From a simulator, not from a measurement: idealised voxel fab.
process module | voxel self aligned contacts
cross-section cut | 250 nm wide | cells 5 nm
A cross-section is a grid of square cells, given in bands from the top down. A band is one or more rows of cells.
Each band's line starts with the height of the band's top and of its bottom, in nm. Then come its materials from left to right, each with its width in nm. One material with "throughout" fills the band from edge to edge. "air" is empty space.
Height 0 is the level under which the wafer as received is all one material. The lowest band goes on downwards, as in "0 down".
A width such as "30 to 40" changes by the same amount from each row of cells to the next, from the band's top row to its bottom row.
"no change" after a step means that no cell of the cross-section changed.
closed voids: empty space of 8 cells or more with no open way to the top, each as width x height at its distance from the left edge, in nm
after a step's settings: what the simulator itself notes on the step
overlay nm, on a step with a mask: how far to the right of its planned place the mask lay; to the left if negative
plan
1 op RECEIVE | material Si
2 op OXIDIZE | depth nm 5
3 op DIRECTIONAL_DEP | material polySi | thk nm 25
4 op DIRECTIONAL_DEP | material SiN | thk nm 20
5 op DIRECTIONAL_DEP | material aC | thk nm 15
6 op PATTERN | tone cover | mask id GATE | material resist | width nm 30 | pitch nm 75 | thk nm 30 | overlay nm 0
7 op DIRECTIONAL_ETCH | etch materials aC | depth nm 15
8 op STRIP | etch materials resist
9 op DIRECTIONAL_ETCH | etch materials SiN | depth nm 20
10 op DIRECTIONAL_ETCH | etch materials polySi | depth nm 25
11 op STRIP | etch materials aC
12 op CONFORMAL_DEP | material SiN | thk nm 10
13 op DIRECTIONAL_ETCH | etch materials SiN | depth nm 10
14 op FILL_DEP | material SiO2 | thk nm 15
15 op CMP | height nm 55
16 op DIRECTIONAL_DEP | material aC | thk nm 15
17 op PATTERN | tone open | mask id CONTACT | material resist | width nm 55 | thk nm 30 | overlay nm 0
18 op DIRECTIONAL_ETCH | etch materials aC | depth nm 15
19 op STRIP | etch materials resist
20 op DIRECTIONAL_ETCH | etch materials SiO2 | depth nm 60
21 op STRIP | etch materials aC
22 op CONFORMAL_DEP | material TiN | thk nm 5
23 op FILL_DEP | material W | thk nm 5
24 op CMP | height nm 55
25 op CONFORMAL_DEP | material SiCN | thk nm 5
first wafer, as planned
as received, after step 1
  0 down: Si throughout
  closed voids: none
after step 2
  0 to -5: SiO2 throughout
  below -5: unchanged
after step 3
  25 to 0: polySi throughout
  below 0: unchanged
after step 4
  45 to 25: SiN throughout
  below 25: unchanged
after step 5
  60 to 45: aC throughout
  below 45: unchanged
after step 6
  90 to 60: air 70 | resist 30 | air 45 | resist 30 | air 75
  below 60: unchanged
after step 7
  75 to 60: air 70 | resist 30 | air 45 | resist 30 | air 75
  60 to 45: air 70 | aC 30 | air 45 | aC 30 | air 75
  below 45: unchanged
after step 8
  60 to 45: air 70 | aC 30 | air 45 | aC 30 | air 75
  below 45: unchanged
after step 9
  60 to 45: air 70 | aC 30 | air 45 | aC 30 | air 75
  45 to 25: air 70 | SiN 30 | air 45 | SiN 30 | air 75
  below 25: unchanged
after step 10
  60 to 45: air 70 | aC 30 | air 45 | aC 30 | air 75
  45 to 25: air 70 | SiN 30 | air 45 | SiN 30 | air 75
  25 to 0: air 70 | polySi 30 | air 45 | polySi 30 | air 75
  below 0: unchanged
after step 11
  45 to 25: air 70 | SiN 30 | air 45 | SiN 30 | air 75
  below 25: unchanged
after step 12
  55 to 25: air 60 | SiN 50 | air 25 | SiN 50 | air 65
  25 to 10: air 60 | SiN 10 | polySi 30 | SiN 10 | air 25 | SiN 10 | polySi 30 | SiN 10 | air 65
  10 to 0: SiN 70 | polySi 30 | SiN 45 | polySi 30 | SiN 75
  below 0: unchanged
after step 13
  45 to 25: air 60 | SiN 50 | air 25 | SiN 50 | air 65
  25 to 0: air 60 | SiN 10 | polySi 30 | SiN 10 | air 25 | SiN 10 | polySi 30 | SiN 10 | air 65
  below 0: unchanged
after step 14
  60 to 45: SiO2 throughout
  45 to 25: SiO2 60 | SiN 50 | SiO2 25 | SiN 50 | SiO2 65
  25 to 0: SiO2 60 | SiN 10 | polySi 30 | SiN 10 | SiO2 25 | SiN 10 | polySi 30 | SiN 10 | SiO2 65
  below 0: unchanged
after step 15
  55 to 45: SiO2 throughout
  below 45: unchanged
after step 16
  70 to 55: aC throughout
  below 55: unchanged
after step 17
  100 to 70: resist 95 | air 55 | resist 100
  below 70: unchanged
after step 18
  85 to 70: resist 95 | air 55 | resist 100
  70 to 55: aC 95 | air 55 | aC 100
  below 55: unchanged
after step 19
  70 to 55: aC 95 | air 55 | aC 100
  below 55: unchanged
after step 20
  70 to 55: aC 95 | air 55 | aC 100
  55 to 45: SiO2 95 | air 55 | SiO2 100
  45 to 25: SiO2 60 | SiN 50 | air 25 | SiN 50 | SiO2 65
  25 to 0: SiO2 60 | SiN 10 | polySi 30 | SiN 10 | air 25 | SiN 10 | polySi 30 | SiN 10 | SiO2 65
  0 to -5: SiO2 110 | air 25 | SiO2 115
  below -5: unchanged
after step 21
  55 to 45: SiO2 95 | air 55 | SiO2 100
  below 45: unchanged
after step 22
  60 to 55: TiN 100 | air 45 | TiN 105
  55 to 45: SiO2 95 | TiN 5 to 20 | air 45 to 15 | TiN 5 to 20 | SiO2 100
  45 to 25: SiO2 60 | SiN 50 | TiN 5 | air 15 | TiN 5 | SiN 50 | SiO2 65
  25 to 0: SiO2 60 | SiN 10 | polySi 30 | SiN 10 | TiN 5 | air 15 | TiN 5 | SiN 10 | polySi 30 | SiN 10 | SiO2 65
  0 to -5: SiO2 110 | TiN 25 | SiO2 115
  below -5: unchanged
after step 23
  65 to 60: W throughout
  60 to 55: TiN 100 | W 45 | TiN 105
  55 to 45: SiO2 95 | TiN 5 to 20 | W 45 to 15 | TiN 5 to 20 | SiO2 100
  45 to 25: SiO2 60 | SiN 50 | TiN 5 | W 15 | TiN 5 | SiN 50 | SiO2 65
  25 to 0: SiO2 60 | SiN 10 | polySi 30 | SiN 10 | TiN 5 | W 15 | TiN 5 | SiN 10 | polySi 30 | SiN 10 | SiO2 65
  below 0: unchanged
after step 24
  55 to 45: SiO2 95 | TiN 5 to 20 | W 45 to 15 | TiN 5 to 20 | SiO2 100
  below 45: unchanged
after step 25
  60 to 55: SiCN throughout
  below 55: unchanged
second wafer: like start, like plan, one mistake. Through step 5 it matches the first wafer
when step 6 should have ended
  90 to 60: air 80 | resist 30 | air 45 | resist 30 | air 65
  below 60: unchanged
when step 7 should have ended
  75 to 60: air 80 | resist 30 | air 45 | resist 30 | air 65
  60 to 45: air 80 | aC 30 | air 45 | aC 30 | air 65
  below 45: unchanged
when step 8 should have ended
  60 to 45: air 80 | aC 30 | air 45 | aC 30 | air 65
  below 45: unchanged
when step 9 should have ended
  60 to 45: air 80 | aC 30 | air 45 | aC 30 | air 65
  45 to 25: air 80 | SiN 30 | air 45 | SiN 30 | air 65
  below 25: unchanged
when step 10 should have ended
  60 to 45: air 80 | aC 30 | air 45 | aC 30 | air 65
  45 to 25: air 80 | SiN 30 | air 45 | SiN 30 | air 65
  25 to 0: air 80 | polySi 30 | air 45 | polySi 30 | air 65
  below 0: unchanged
when step 11 should have ended
  45 to 25: air 80 | SiN 30 | air 45 | SiN 30 | air 65
  below 25: unchanged
when step 12 should have ended
  55 to 25: air 70 | SiN 50 | air 25 | SiN 50 | air 55
  25 to 10: air 70 | SiN 10 | polySi 30 | SiN 10 | air 25 | SiN 10 | polySi 30 | SiN 10 | air 55
  10 to 0: SiN 80 | polySi 30 | SiN 45 | polySi 30 | SiN 65
  below 0: unchanged
when step 13 should have ended
  45 to 25: air 70 | SiN 50 | air 25 | SiN 50 | air 55
  25 to 0: air 70 | SiN 10 | polySi 30 | SiN 10 | air 25 | SiN 10 | polySi 30 | SiN 10 | air 55
  below 0: unchanged
when step 14 should have ended
  60 to 45: SiO2 throughout
  45 to 25: SiO2 70 | SiN 50 | SiO2 25 | SiN 50 | SiO2 55
  25 to 0: SiO2 70 | SiN 10 | polySi 30 | SiN 10 | SiO2 25 | SiN 10 | polySi 30 | SiN 10 | SiO2 55
  below 0: unchanged
when step 15 should have ended
  55 to 45: SiO2 throughout
  below 45: unchanged
when step 16 should have ended
  70 to 55: aC throughout
  below 55: unchanged
when step 17 should have ended
  100 to 70: resist 95 | air 55 | resist 100
  below 70: unchanged
when step 18 should have ended
  85 to 70: resist 95 | air 55 | resist 100
  70 to 55: aC 95 | air 55 | aC 100
  below 55: unchanged
when step 19 should have ended
  70 to 55: aC 95 | air 55 | aC 100
  below 55: unchanged
when step 20 should have ended
  70 to 55: aC 95 | air 55 | aC 100
  55 to 45: SiO2 95 | air 55 | SiO2 100
  45 to 25: SiO2 70 | SiN 50 | air 25 | SiN 50 | SiO2 55
  25 to 0: SiO2 70 | SiN 10 | polySi 30 | SiN 10 | air 25 | SiN 10 | polySi 30 | SiN 10 | SiO2 55
  0 to -5: SiO2 120 | air 25 | SiO2 105
  below -5: unchanged
when step 21 should have ended
  55 to 45: SiO2 95 | air 55 | SiO2 100
  below 45: unchanged
when step 22 should have ended
  60 to 55: TiN 100 | air 45 | TiN 105
  55 to 45: SiO2 95 | TiN 5 to 30 | air 45 to 15 | TiN 5 to 10 | SiO2 100
  45 to 25: SiO2 70 | SiN 50 | TiN 5 | air 15 | TiN 5 | SiN 50 | SiO2 55
  25 to 0: SiO2 70 | SiN 10 | polySi 30 | SiN 10 | TiN 5 | air 15 | TiN 5 | SiN 10 | polySi 30 | SiN 10 | SiO2 55
  0 to -5: SiO2 120 | TiN 25 | SiO2 105
  below -5: unchanged
when step 23 should have ended
  65 to 60: W throughout
  60 to 55: TiN 100 | W 45 | TiN 105
  55 to 45: SiO2 95 | TiN 5 to 30 | W 45 to 15 | TiN 5 to 10 | SiO2 100
  45 to 25: SiO2 70 | SiN 50 | TiN 5 | W 15 | TiN 5 | SiN 50 | SiO2 55
  25 to 0: SiO2 70 | SiN 10 | polySi 30 | SiN 10 | TiN 5 | W 15 | TiN 5 | SiN 10 | polySi 30 | SiN 10 | SiO2 55
  below 0: unchanged
when step 24 should have ended
  55 to 45: SiO2 95 | TiN 5 to 30 | W 45 to 15 | TiN 5 to 10 | SiO2 100
  below 45: unchanged
when step 25 should have ended
  60 to 55: SiCN throughout
  below 55: unchanged
what went wrong: step 6 ran as: op PATTERN | tone cover | mask id GATE | material resist | width nm 30 | pitch nm 75 | thk nm 30 | overlay nm 10
at the end the second wafer has, in cells: as many of each material as the first, in other places
